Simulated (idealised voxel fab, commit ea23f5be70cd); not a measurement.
The following is a process module called voxel transistor to metal.
Square cells of 5 nm make up the cross-section cut, whose width is 185 nm.
Throughout this document, each cross-section is represented as a grid of square cells and is presented as a sequence of bands enumerated from the top downward, where a band comprises one or more rows of cells. Look at the band entry: it leads with the top's height and the bottom's height in nm. Then it lists the materials left to right, with a width in nm for each. The word "full width" on a single material says that material fills the band edge to edge. The word "air" is empty space. Beneath 0, the wafer as received is one material, and that level is where height counting begins. The lowest band goes on downward without a bottom; it is written like "0 and below". A width such as "30..40" changes by the same amount from each row of cells to the next, from the band's top row to its bottom row. "identical to before", as given for a step, is the statement that not any cell of the cross-section underwent a change during that step. Any empty space of 8 cells or more lacking an open way to the top shows up in "Trapped void list" as width x height at distance, distance from the left edge, in nm. If you see something after the settings on a step's line, that's the simulator's own remark about that step. What "overlay nm" on a step's line means: if the step has a mask, that mask lay this far to the right of its planned place, or, when the value is negative, to the left.

The steps planned for the process are as follows
1. RECEIVE: material Si
2. CONFORMAL_DEP: material SiO2, thk nm 5
3. CONFORMAL_DEP: material SiN, thk nm 10
4. MASKED_ETCH: tone cover, mask id ACTIVE, width nm 95, etch materials SiN, depth nm 10, overlay nm 0
5. MASKED_ETCH: tone cover, mask id ACTIVE, width nm 95, etch materials SiO2, depth nm 5, overlay nm 0
6. MASKED_ETCH: tone cover, mask id ACTIVE, width nm 95, etch materials Si, depth nm 30, overlay nm 0
7. FILL_DEP: material SiO2, thk nm 10
8. CMP: height nm 15
9. SELECTIVE_ETCH: etch materials SiO2, depth nm 5
10. STRIP: etch materials SiN
11. SELECTIVE_ETCH: etch materials SiO2, depth nm 5
12. OXIDIZE: depth nm 5
13. DIRECTIONAL_DEP: material polySi, thk nm 30
14. DIRECTIONAL_DEP: material SiCN, thk nm 10
15. MASKED_ETCH: tone cover, mask id GATE, width nm 15, etch materials SiCN, depth nm 20, overlay nm 0
16. MASKED_ETCH: tone cover, mask id GATE, width nm 15, etch materials polySi, depth nm 40, overlay nm 0
17. CONFORMAL_DEP: material SiN, thk nm 10
18. DIRECTIONAL_ETCH: etch materials SiN, depth nm 10
19. DIRECTIONAL_ETCH: etch materials SiO2, depth nm 5
20. DIRECTIONAL_ETCH: etch materials Si, depth nm 10
21. EPI: material nSi, thk nm 10
22. FILL_DEP: material SiO2, thk nm 10
23. CMP: height nm 40
24. DIRECTIONAL_DEP: material SiO2, thk nm 10
25. PATTERN: tone open, mask id CONTACT, material resist, width nm 30, pitch nm 55, thk nm 20, overlay nm 0
26. DIRECTIONAL_ETCH: etch materials SiO2, depth nm 55
27. STRIP: etch materials resist
28. CONFORMAL_DEP: material TiN, thk nm 5
29. FILL_DEP: material Ru, thk nm 5
30. CMP: height nm 50
31. DIRECTIONAL_DEP: material TiN, thk nm 5
32. DIRECTIONAL_DEP: material W, thk nm 15
33. PATTERN: tone cover, mask id METAL_1, material resist, width nm 20, pitch nm 65, thk nm 20, overlay nm 0
34. DIRECTIONAL_ETCH: etch materials W, depth nm 15
35. DIRECTIONAL_ETCH: etch materials TiN, depth nm 5
36. STRIP: etch materials resist
37. CONFORMAL_DEP: material SiCN, thk nm 5
38. FILL_DEP: material SiO2, thk nm 5
39. CMP: height nm 70
40. CONFORMAL_DEP: material SiN, thk nm 5

First of two wafers, with the run carried out as planned

Cross-section of the wafer upon arrival, representing the state reached after step 1
    0 and below | Si full width
    Trapped void list: none

You're looking at a cross-section of the wafer after step 2
    5 down to 0 | SiO2 full width
    Beneath the level 0, the cross-section is identical to its previous state.

You're looking at a cross-section of the wafer after step 3
    15 down to 5 | SiN full width
    Beneath the level 5, the cross-section is identical to its previous state.

You're looking at a cross-section of the wafer after step 4
    15 down to 5 | 45 of air / 95 of SiN / 45 of air
    Beneath the level 5, the cross-section is identical to its previous state.

You're looking at a cross-section of the wafer after step 5
    15 down to 5 | 45 of air / 95 of SiN / 45 of air
    5 down to 0 | 45 of air / 95 of SiO2 / 45 of air
    Beneath the level 0, the cross-section is identical to its previous state.

You're looking at a cross-section of the wafer after step 6
    15 down to 5 | 45 of air / 95 of SiN / 45 of air
    5 down to 0 | 45 of air / 95 of SiO2 / 45 of air
    0 down to -30 | 45 of air / 95 of Si / 45 of air
    Beneath the level -30, the cross-section is identical to its previous state.

You're looking at a cross-section of the wafer after step 7
    25 down to 15 | SiO2 full width
    15 down to 5 | 45 of SiO2 / 95 of SiN / 45 of SiO2
    5 down to 0 | SiO2 full width
    0 down to -30 | 45 of SiO2 / 95 of Si / 45 of SiO2
    Beneath the level -30, the cross-section is identical to its previous state.

You're looking at a cross-section of the wafer after step 8
    15 down to 5 | 45 of SiO2 / 95 of SiN / 45 of SiO2
    Beneath the level 5, the cross-section is identical to its previous state.

You're looking at a cross-section of the wafer after step 9
    15 down to 10 | 45 of air / 95 of SiN / 45 of air
    Beneath the level 10, the cross-section is identical to its previous state.

You're looking at a cross-section of the wafer after step 10
    10 down to 5 | 45 of SiO2 / 95 of air / 45 of SiO2
    Beneath the level 5, the cross-section is identical to its previous state.

You're looking at a cross-section of the wafer after step 11
    5 down to 0 | 40 of SiO2 / 105 of air / 40 of SiO2
    Beneath the level 0, the cross-section is identical to its previous state.

You're looking at a cross-section of the wafer after step 12
    5 down to 0 | 40 of SiO2 / 105 of air / 40 of SiO2
    0 down to -5 | SiO2 full width
    Beneath the level -5, the cross-section is identical to its previous state.

You're looking at a cross-section of the wafer after step 13
    35 down to 30 | 40 of polySi / 105 of air / 40 of polySi
    30 down to 5 | polySi full width
    5 down to 0 | 40 of SiO2 / 105 of polySi / 40 of SiO2
    Beneath the level 0, the cross-section is identical to its previous state.

You're looking at a cross-section of the wafer after step 14
    45 down to 40 | 40 of SiCN / 105 of air / 40 of SiCN
    40 down to 35 | SiCN full width
    35 down to 30 | 40 of polySi / 105 of SiCN / 40 of polySi
    Beneath the level 30, the cross-section is identical to its previous state.

You're looking at a cross-section of the wafer after step 15
    40 down to 35 | 85 of air / 15 of SiCN / 85 of air
    35 down to 30 | 40 of polySi / 45 of air / 15 of SiCN / 45 of air / 40 of polySi
    Beneath the level 30, the cross-section is identical to its previous state.

You're looking at a cross-section of the wafer after step 16
    40 down to 30 | 85 of air / 15 of SiCN / 85 of air
    30 down to 5 | 85 of air / 15 of polySi / 85 of air
    5 down to 0 | 40 of SiO2 / 45 of air / 15 of polySi / 45 of air / 40 of SiO2
    Beneath the level 0, the cross-section is identical to its previous state.

You're looking at a cross-section of the wafer after step 17
    50 down to 40 | 75 of air / 35 of SiN / 75 of air
    40 down to 30 | 75 of air / 10 of SiN / 15 of SiCN / 10 of SiN / 75 of air
    30 down to 15 | 75 of air / 10 of SiN / 15 of polySi / 10 of SiN / 75 of air
    15 down to 10 | 50 of SiN / 25 of air / 10 of SiN / 15 of polySi / 10 of SiN / 25 of air / 50 of SiN
    10 down to 5 | 85 of SiN / 15 of polySi / 85 of SiN
    5 down to 0 | 40 of SiO2 / 45 of SiN / 15 of polySi / 45 of SiN / 40 of SiO2
    Beneath the level 0, the cross-section is identical to its previous state.

You're looking at a cross-section of the wafer after step 18
    40 down to 30 | 75 of air / 10 of SiN / 15 of SiCN / 10 of SiN / 75 of air
    30 down to 5 | 75 of air / 10 of SiN / 15 of polySi / 10 of SiN / 75 of air
    5 down to 0 | 40 of SiO2 / 10 of SiN / 25 of air / 10 of SiN / 15 of polySi / 10 of SiN / 25 of air / 10 of SiN / 40 of SiO2
    Beneath the level 0, the cross-section is identical to its previous state.

You're looking at a cross-section of the wafer after step 19
    40 down to 30 | 75 of air / 10 of SiN / 15 of SiCN / 10 of SiN / 75 of air
    30 down to 5 | 75 of air / 10 of SiN / 15 of polySi / 10 of SiN / 75 of air
    5 down to 0 | 40 of air / 10 of SiN / 25 of air / 10 of SiN / 15 of polySi / 10 of SiN / 25 of air / 10 of SiN / 40 of air
    0 down to -5 | 50 of SiO2 / 25 of air / 35 of SiO2 / 25 of air / 50 of SiO2
    Beneath the level -5, the cross-section is identical to its previous state.

You're looking at a cross-section of the wafer after step 20
    40 down to 30 | 75 of air / 10 of SiN / 15 of SiCN / 10 of SiN / 75 of air
    30 down to 5 | 75 of air / 10 of SiN / 15 of polySi / 10 of SiN / 75 of air
    5 down to 0 | 40 of air / 10 of SiN / 25 of air / 10 of SiN / 15 of polySi / 10 of SiN / 25 of air / 10 of SiN / 40 of air
    0 down to -5 | 50 of SiO2 / 25 of air / 35 of SiO2 / 25 of air / 50 of SiO2
    -5 down to -15 | 45 of SiO2 / 5 of Si / 25 of air / 35 of Si / 25 of air / 5 of Si / 45 of SiO2
    Beneath the level -15, the cross-section is identical to its previous state.

You're looking at a cross-section of the wafer after step 21
    40 down to 30 | 75 of air / 10 of SiN / 15 of SiCN / 10 of SiN / 75 of air
    30 down to 5 | 75 of air / 10 of SiN / 15 of polySi / 10 of SiN / 75 of air
    5 down to 0 | 40 of air / 10 of SiN / 10 of nSi / 5 of air / 10 of nSi / 10 of SiN / 15 of polySi / 10 of SiN / 10 of nSi / 5 of air / 10 of nSi / 10 of SiN / 40 of air
    0 down to -5 | 50 of SiO2 / 10 of nSi / 5 of air / 10 of nSi / 35 of SiO2 / 10 of nSi / 5 of air / 10 of nSi / 50 of SiO2
    -5 down to -15 | 45 of SiO2 / 5 of Si / 25 of nSi / 35 of Si / 25 of nSi / 5 of Si / 45 of SiO2
    Beneath the level -15, the cross-section is identical to its previous state.

You're looking at a cross-section of the wafer after step 22
    50 down to 40 | SiO2 full width
    40 down to 30 | 75 of SiO2 / 10 of SiN / 15 of SiCN / 10 of SiN / 75 of SiO2
    30 down to 5 | 75 of SiO2 / 10 of SiN / 15 of polySi / 10 of SiN / 75 of SiO2
    5 down to 0 | 40 of SiO2 / 10 of SiN / 10 of nSi / 5 of SiO2 / 10 of nSi / 10 of SiN / 15 of polySi / 10 of SiN / 10 of nSi / 5 of SiO2 / 10 of nSi / 10 of SiN / 40 of SiO2
    0 down to -5 | 50 of SiO2 / 10 of nSi / 5 of SiO2 / 10 of nSi / 35 of SiO2 / 10 of nSi / 5 of SiO2 / 10 of nSi / 50 of SiO2
    Beneath the level -5, the cross-section is identical to its previous state.

You're looking at a cross-section of the wafer after step 23
    40 down to 30 | 75 of SiO2 / 10 of SiN / 15 of SiCN / 10 of SiN / 75 of SiO2
    Beneath the level 30, the cross-section is identical to its previous state.

You're looking at a cross-section of the wafer after step 24
    50 down to 40 | SiO2 full width
    Beneath the level 40, the cross-section is identical to its previous state.

You're looking at a cross-section of the wafer after step 25
    70 down to 50 | 50 of resist / 30 of air / 25 of resist / 30 of air / 50 of resist
    Beneath the level 50, the cross-section is identical to its previous state.

You're looking at a cross-section of the wafer after step 26
    70 down to 50 | 50 of resist / 30 of air / 25 of resist / 30 of air / 50 of resist
    50 down to 40 | 50 of SiO2 / 30 of air / 25 of SiO2 / 30 of air / 50 of SiO2
    40 down to 30 | 50 of SiO2 / 25 of air / 10 of SiN / 15 of SiCN / 10 of SiN / 25 of air / 50 of SiO2
    30 down to 5 | 50 of SiO2 / 25 of air / 10 of SiN / 15 of polySi / 10 of SiN / 25 of air / 50 of SiO2
    5 down to 0 | 40 of SiO2 / 10 of SiN / 10 of nSi / 5 of air / 10 of nSi / 10 of SiN / 15 of polySi / 10 of SiN / 10 of nSi / 5 of air / 10 of nSi / 10 of SiN / 40 of SiO2
    0 down to -5 | 50 of SiO2 / 10 of nSi / 5 of air / 10 of nSi / 35 of SiO2 / 10 of nSi / 5 of air / 10 of nSi / 50 of SiO2
    Beneath the level -5, the cross-section is identical to its previous state.

You're looking at a cross-section of the wafer after step 27
    50 down to 40 | 50 of SiO2 / 30 of air / 25 of SiO2 / 30 of air / 50 of SiO2
    Beneath the level 40, the cross-section is identical to its previous state.

You're looking at a cross-section of the wafer after step 28
    55 down to 50 | 55 of TiN / 20 of air / 35 of TiN / 20 of air / 55 of TiN
    50 down to 40 | 50 of SiO2 / 5 of TiN / 20..15 of air / 5..10 of TiN / 25 of SiO2 / 5..10 of TiN / 20..15 of air / 5 of TiN / 50 of SiO2
    40 down to 30 | 50 of SiO2 / 5 of TiN / 15 of air / 5 of TiN / 10 of SiN / 15 of SiCN / 10 of SiN / 5 of TiN / 15 of air / 5 of TiN / 50 of SiO2
    30 down to 10 | 50 of SiO2 / 5 of TiN / 15 of air / 5 of TiN / 10 of SiN / 15 of polySi / 10 of SiN / 5 of TiN / 15 of air / 5 of TiN / 50 of SiO2
    10 down to 5 | 50 of SiO2 / 25 of TiN / 10 of SiN / 15 of polySi / 10 of SiN / 25 of TiN / 50 of SiO2
    5 down to 0 | 40 of SiO2 / 10 of SiN / 10 of nSi / 5 of TiN / 10 of nSi / 10 of SiN / 15 of polySi / 10 of SiN / 10 of nSi / 5 of TiN / 10 of nSi / 10 of SiN / 40 of SiO2
    0 down to -5 | 50 of SiO2 / 10 of nSi / 5 of TiN / 10 of nSi / 35 of SiO2 / 10 of nSi / 5 of TiN / 10 of nSi / 50 of SiO2
    Beneath the level -5, the cross-section is identical to its previous state.

You're looking at a cross-section of the wafer after step 29
    60 down to 55 | Ru full width
    55 down to 50 | 55 of TiN / 20 of Ru / 35 of TiN / 20 of Ru / 55 of TiN
    50 down to 40 | 50 of SiO2 / 5 of TiN / 20..15 of Ru / 5..10 of TiN / 25 of SiO2 / 5..10 of TiN / 20..15 of Ru / 5 of TiN / 50 of SiO2
    40 down to 30 | 50 of SiO2 / 5 of TiN / 15 of Ru / 5 of TiN / 10 of SiN / 15 of SiCN / 10 of SiN / 5 of TiN / 15 of Ru / 5 of TiN / 50 of SiO2
    30 down to 10 | 50 of SiO2 / 5 of TiN / 15 of Ru / 5 of TiN / 10 of SiN / 15 of polySi / 10 of SiN / 5 of TiN / 15 of Ru / 5 of TiN / 50 of SiO2
    Beneath the level 10, the cross-section is identical to its previous state.

You're looking at a cross-section of the wafer after step 30
    50 down to 40 | 50 of SiO2 / 5 of TiN / 20..15 of Ru / 5..10 of TiN / 25 of SiO2 / 5..10 of TiN / 20..15 of Ru / 5 of TiN / 50 of SiO2
    Beneath the level 40, the cross-section is identical to its previous state.

You're looking at a cross-section of the wafer after step 31
    55 down to 50 | TiN full width
    Beneath the level 50, the cross-section is identical to its previous state.

You're looking at a cross-section of the wafer after step 32
    70 down to 55 | W full width
    Beneath the level 55, the cross-section is identical to its previous state.

You're looking at a cross-section of the wafer after step 33
    90 down to 70 | 50 of air / 20 of resist / 45 of air / 20 of resist / 50 of air
    Beneath the level 70, the cross-section is identical to its previous state.

You're looking at a cross-section of the wafer after step 34
    90 down to 70 | 50 of air / 20 of resist / 45 of air / 20 of resist / 50 of air
    70 down to 55 | 50 of air / 20 of W / 45 of air / 20 of W / 50 of air
    Beneath the level 55, the cross-section is identical to its previous state.

You're looking at a cross-section of the wafer after step 35
    90 down to 70 | 50 of air / 20 of resist / 45 of air / 20 of resist / 50 of air
    70 down to 55 | 50 of air / 20 of W / 45 of air / 20 of W / 50 of air
    55 down to 50 | 50 of air / 20 of TiN / 45 of air / 20 of TiN / 50 of air
    Beneath the level 50, the cross-section is identical to its previous state.

You're looking at a cross-section of the wafer after step 36
    70 down to 55 | 50 of air / 20 of W / 45 of air / 20 of W / 50 of air
    Beneath the level 55, the cross-section is identical to its previous state.

You're looking at a cross-section of the wafer after step 37
    75 down to 70 | 45 of air / 30 of SiCN / 35 of air / 30 of SiCN / 45 of air
    70 down to 55 | 45 of air / 5 of SiCN / 20 of W / 5 of SiCN / 35 of air / 5 of SiCN / 20 of W / 5 of SiCN / 45 of air
    55 down to 50 | 50 of SiCN / 20 of TiN / 45 of SiCN / 20 of TiN / 50 of SiCN
    Beneath the level 50, the cross-section is identical to its previous state.

You're looking at a cross-section of the wafer after step 38
    80 down to 75 | SiO2 full width
    75 down to 70 | 45 of SiO2 / 30 of SiCN / 35 of SiO2 / 30 of SiCN / 45 of SiO2
    70 down to 55 | 45 of SiO2 / 5 of SiCN / 20 of W / 5 of SiCN / 35 of SiO2 / 5 of SiCN / 20 of W / 5 of SiCN / 45 of SiO2
    Beneath the level 55, the cross-section is identical to its previous state.

You're looking at a cross-section of the wafer after step 39
    70 down to 55 | 45 of SiO2 / 5 of SiCN / 20 of W / 5 of SiCN / 35 of SiO2 / 5 of SiCN / 20 of W / 5 of SiCN / 45 of SiO2
    Beneath the level 55, the cross-section is identical to its previous state.

You're looking at a cross-section of the wafer after step 40
    75 down to 70 | SiN full width
    Beneath the level 70, the cross-section is identical to its previous state.

It is to be noted that the second wafer proceeded from the same initial state and according to the same plan as the first, although one mistake was committed in its execution; through step 32, inclusive, the two wafers share an identical history

Cross-sectional view of the second wafer at the intended end time of process step 33
    90 down to 70 | 60 of air / 20 of resist / 45 of air / 20 of resist / 40 of air
    Beneath the level 70, the cross-section is identical to its previous state.

Cross-sectional view of the second wafer at the intended end time of process step 34
    90 down to 70 | 60 of air / 20 of resist / 45 of air / 20 of resist / 40 of air
    70 down to 55 | 60 of air / 20 of W / 45 of air / 20 of W / 40 of air
    Beneath the level 55, the cross-section is identical to its previous state.

Cross-sectional view of the second wafer at the intended end time of process step 35
    90 down to 70 | 60 of air / 20 of resist / 45 of air / 20 of resist / 40 of air
    70 down to 55 | 60 of air / 20 of W / 45 of air / 20 of W / 40 of air
    55 down to 50 | 60 of air / 20 of TiN / 45 of air / 20 of TiN / 40 of air
    Beneath the level 50, the cross-section is identical to its previous state.

Cross-sectional view of the second wafer at the intended end time of process step 36
    70 down to 55 | 60 of air / 20 of W / 45 of air / 20 of W / 40 of air
    Beneath the level 55, the cross-section is identical to its previous state.

Cross-sectional view of the second wafer at the intended end time of process step 37
    75 down to 70 | 55 of air / 30 of SiCN / 35 of air / 30 of SiCN / 35 of air
    70 down to 55 | 55 of air / 5 of SiCN / 20 of W / 5 of SiCN / 35 of air / 5 of SiCN / 20 of W / 5 of SiCN / 35 of air
    55 down to 50 | 60 of SiCN / 20 of TiN / 45 of SiCN / 20 of TiN / 40 of SiCN
    Beneath the level 50, the cross-section is identical to its previous state.

Cross-sectional view of the second wafer at the intended end time of process step 38
    80 down to 75 | SiO2 full width
    75 down to 70 | 55 of SiO2 / 30 of SiCN / 35 of SiO2 / 30 of SiCN / 35 of SiO2
    70 down to 55 | 55 of SiO2 / 5 of SiCN / 20 of W / 5 of SiCN / 35 of SiO2 / 5 of SiCN / 20 of W / 5 of SiCN / 35 of SiO2
    Beneath the level 55, the cross-section is identical to its previous state.

Cross-sectional view of the second wafer at the intended end time of process step 39
    70 down to 55 | 55 of SiO2 / 5 of SiCN / 20 of W / 5 of SiCN / 35 of SiO2 / 5 of SiCN / 20 of W / 5 of SiCN / 35 of SiO2
    Beneath the level 55, the cross-section is identical to its previous state.

Cross-sectional view of the second wafer at the intended end time of process step 40
    75 down to 70 | SiN full width
    Beneath the level 70, the cross-section is identical to its previous state.
It is concluded that the wafer was processed incorrectly with respect to the plan, in that planned and actual differ for step 33; actual: PATTERN: tone cover, mask id METAL_1, material resist, width nm 20, pitch nm 65, thk nm 20, overlay nm 10
Same inventory, different map: at the end, the second wafer holds as many cells of each material as the first, placed elsewhere.
